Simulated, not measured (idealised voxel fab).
process module | voxel wiring stack
cross-section cut | 230 nm wide | cells 5 nm
A cross-section is a grid of square cells, given in bands from the top down. A band is one or more rows of cells.
Each band's line starts with the height of the band's top and of its bottom, in nm. Then come its materials from left to right, each with its width in nm. One material with "throughout" fills the band from edge to edge. "air" is empty space.
Height 0 is the level under which the wafer as received is all one material. The lowest band goes on downwards, as in "0 down".
A width such as "30 to 40" changes by the same amount from each row of cells to the next, from the band's top row to its bottom row.
"no change" after a step means that no cell of the cross-section changed.
closed voids: empty space of 8 cells or more with no open way to the top, each as width x height at its distance from the left edge, in nm
after a step's settings: what the simulator itself notes on the step
overlay nm, on a step with a mask: how far to the right of its planned place the mask lay; to the left if negative
plan
1 op RECEIVE | material Si
2 op CONFORMAL_DEP | material SiO2 | thk nm 10
3 op DIRECTIONAL_DEP | material TiN | thk nm 5
4 op DIRECTIONAL_DEP | material W | thk nm 25
5 op DIRECTIONAL_DEP | material aC | thk nm 15
6 op PATTERN | tone cover | mask id METAL_1 | material resist | width nm 20 | pitch nm 45 | thk nm 35 | overlay nm 0
7 op DIRECTIONAL_ETCH | etch materials aC | depth nm 15
8 op STRIP | etch materials resist
9 op DIRECTIONAL_ETCH | etch materials W | depth nm 25
10 op DIRECTIONAL_ETCH | etch materials TiN | depth nm 5
11 op STRIP | etch materials aC
12 op CONFORMAL_DEP | material SiCN | thk nm 5
13 op FILL_DEP | material lowk | thk nm 5
14 op CMP | height nm 40
15 op CONFORMAL_DEP | material SiCN | thk nm 5
16 op DIRECTIONAL_DEP | material SiO2 | thk nm 25
17 op MASKED_ETCH | tone open | mask id METAL_2 | width nm 20 | pitch nm 45 | etch materials SiO2 | depth nm 15 | overlay nm 0
18 op PATTERN | tone open | mask id METAL_2_HOLES | material resist | width nm 15 | pitch nm 90 | thk nm 15 | overlay nm 0
19 op DIRECTIONAL_ETCH | etch materials SiO2 | depth nm 10
20 op DIRECTIONAL_ETCH | etch materials SiCN | depth nm 5
21 op STRIP | etch materials resist
22 op CONFORMAL_DEP | material TiN | thk nm 5
23 op FILL_DEP | material Cu | thk nm 5
24 op CMP | height nm 70
25 op CONFORMAL_DEP | material SiCN | thk nm 5
as received, after step 1
  0 down: Si throughout
  closed voids: none
first wafer at the end, as planned
  75 to 70: SiCN throughout
  70 to 60: SiO2 35 | TiN 5 | Cu 10 | TiN 5 | SiO2 25 | TiN 5 | Cu 10 | TiN 5 | SiO2 25 | TiN 5 | Cu 10 | TiN 5 | SiO2 25 | TiN 5 | Cu 10 | TiN 5 | SiO2 40
  60 to 55: SiO2 35 | TiN 5 | Cu 5 | TiN 10 | SiO2 25 | TiN 20 | SiO2 25 | TiN 5 | Cu 5 | TiN 10 | SiO2 25 | TiN 20 | SiO2 40
  55 to 45: SiO2 35 | TiN 5 | Cu 5 | TiN 5 | SiO2 75 | TiN 5 | Cu 5 | TiN 5 | SiO2 90
  45 to 40: SiCN 35 | TiN 15 | SiCN 75 | TiN 15 | SiCN 90
  40 to 15: lowk 30 | SiCN 5 | W 20 | SiCN 5 | lowk 15 | SiCN 5 | W 20 | SiCN 5 | lowk 15 | SiCN 5 | W 20 | SiCN 5 | lowk 15 | SiCN 5 | W 20 | SiCN 5 | lowk 35
  15 to 10: SiCN 35 | TiN 20 | SiCN 25 | TiN 20 | SiCN 25 | TiN 20 | SiCN 25 | TiN 20 | SiCN 40
  10 to 0: SiO2 throughout
  0 down: Si throughout
  closed voids: none
second wafer at the end: like start, like plan, one mistake
  75 to 70: SiCN throughout
  70 to 45: SiO2 throughout
  45 to 40: SiCN throughout
  40 to 15: lowk 30 | SiCN 5 | W 20 | SiCN 5 | lowk 15 | SiCN 5 | W 20 | SiCN 5 | lowk 15 | SiCN 5 | W 20 | SiCN 5 | lowk 15 | SiCN 5 | W 20 | SiCN 5 | lowk 35
  15 to 10: SiCN 35 | TiN 20 | SiCN 25 | TiN 20 | SiCN 25 | TiN 20 | SiCN 25 | TiN 20 | SiCN 40
  10 to 0: SiO2 throughout
  0 down: Si throughout
  closed voids: none
what went wrong: step 16 was run twice
at the end the second wafer has, in cells: 22 fewer of Cu | 6 more of SiCN | 60 more of SiO2 | 44 fewer of TiN
